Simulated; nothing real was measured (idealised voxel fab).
This is a process module. Its name is voxel ribs on slabs.
Square cell edge 5 nm, section width 255 nm, ID cut.
Cross-section format: a grid of square cells, given as bands from top to bottom; each band is one or more rows of cells. In this notation a band is specified by the heights of its top and bottom, in that order and in nm, after which its materials appear from left to right, each paired with its width in nm. The word "full width" attached to a single material means that material fills the band from edge to edge; the word "air" stands for empty space. Height is counted from the level 0, under which the received wafer is composed throughout of one material. The lowest of the bands is not closed at the bottom but continues downward, in the notation "z 0 and below". Quick explanation for "30..40": the width changes in equal steps down the rows of cells, from the first number in the band's top row to the second number in its bottom row. Step note "no change occurred" = no cross-section cell changed. Each empty space that has no open way to the top and spans at least 8 cells appears under "Closed void entries" as width x height at distance, the distance counted from the left edge, all in nm. Anything after a step's settings on that line? It's the simulator's own note about the step. "overlay nm" denotes, for a step that has a mask, the displacement of the mask to the right of its planned place, with negative values corresponding to the left.
Below is the list of planned process steps:
1 RECEIVE with material Si
2 DIRECTIONAL_DEP with material SiO2, thk nm 30
3 DIRECTIONAL_DEP with material polySi, thk nm 25
4 MASKED_ETCH with tone cover, mask id RIB, width nm 15, etch materials polySi, depth nm 5, overlay nm 0
5 MASKED_ETCH with tone cover, mask id SLAB, width nm 65, etch materials polySi, depth nm 20, overlay nm 0
6 FILL_DEP with material SiO2, thk nm 20
7 CMP with height nm 65
8 DIRECTIONAL_DEP with material TiN, thk nm 5
9 DIRECTIONAL_DEP with material aC, thk nm 15
10 PATTERN with tone cover, mask id HEATER, material resist, width nm 25, thk nm 30, overlay nm 0
11 DIRECTIONAL_ETCH with etch materials aC, depth nm 15
12 STRIP with etch materials resist
13 DIRECTIONAL_ETCH with etch materials TiN, depth nm 5
14 STRIP with etch materials aC
15 CONFORMAL_DEP with material SiO2, thk nm 10
Wafers differ in width nm at step 5; plan lists the first wafer's value; identical starting state.
Step 1 complete: as-received cross-section of the first of several wafers:
* z 0 and below  Si full width
* Closed void entries: none
The first of several wafers, seen in cross-section after the module's last step, step 15:
* z 80 to 75  air 105 nm | SiO2 45 nm | air 105 nm
* z 75 to 70  SiO2 full width
* z 70 to 65  SiO2 115 nm | TiN 25 nm | SiO2 115 nm
* z 65 to 55  SiO2 full width
* z 55 to 50  SiO2 120 nm | polySi 15 nm | SiO2 120 nm
* z 50 to 30  SiO2 95 nm | polySi 65 nm | SiO2 95 nm
* z 30 to 0  SiO2 full width
* z 0 and below  Si full width
* Closed void entries: none
X-section, last wafer, module end:
* z 80 to 75  air 105 nm | SiO2 45 nm | air 105 nm
* z 75 to 70  SiO2 full width
* z 70 to 65  SiO2 115 nm | TiN 25 nm | SiO2 115 nm
* z 65 to 55  SiO2 full width
* z 55 to 50  SiO2 120 nm | polySi 15 nm | SiO2 120 nm
* z 50 to 30  SiO2 85 nm | polySi 90 nm | SiO2 80 nm
* z 30 to 0  SiO2 full width
* z 0 and below  Si full width
* Closed void entries: none
What follows is a table in which each wafer occupies a row; for the wafer as it stands at the close of the module, the row states, material by material, how many cells have been gained (+) or lost (-) since receipt, and then gives its closed voids:
width nm 65 | +714 SiO2 | +5 TiN | +55 polySi | Closed void entries: none
width nm 70 | +710 SiO2 | +5 TiN | +59 polySi | Closed void entries: none
width nm 75 | +706 SiO2 | +5 TiN | +63 polySi | Closed void entries: none
width nm 80 | +702 SiO2 | +5 TiN | +67 polySi | Closed void entries: none
width nm 85 | +698 SiO2 | +5 TiN | +71 polySi | Closed void entries: none
width nm 90 | +694 SiO2 | +5 TiN | +75 polySi | Closed void entries: none
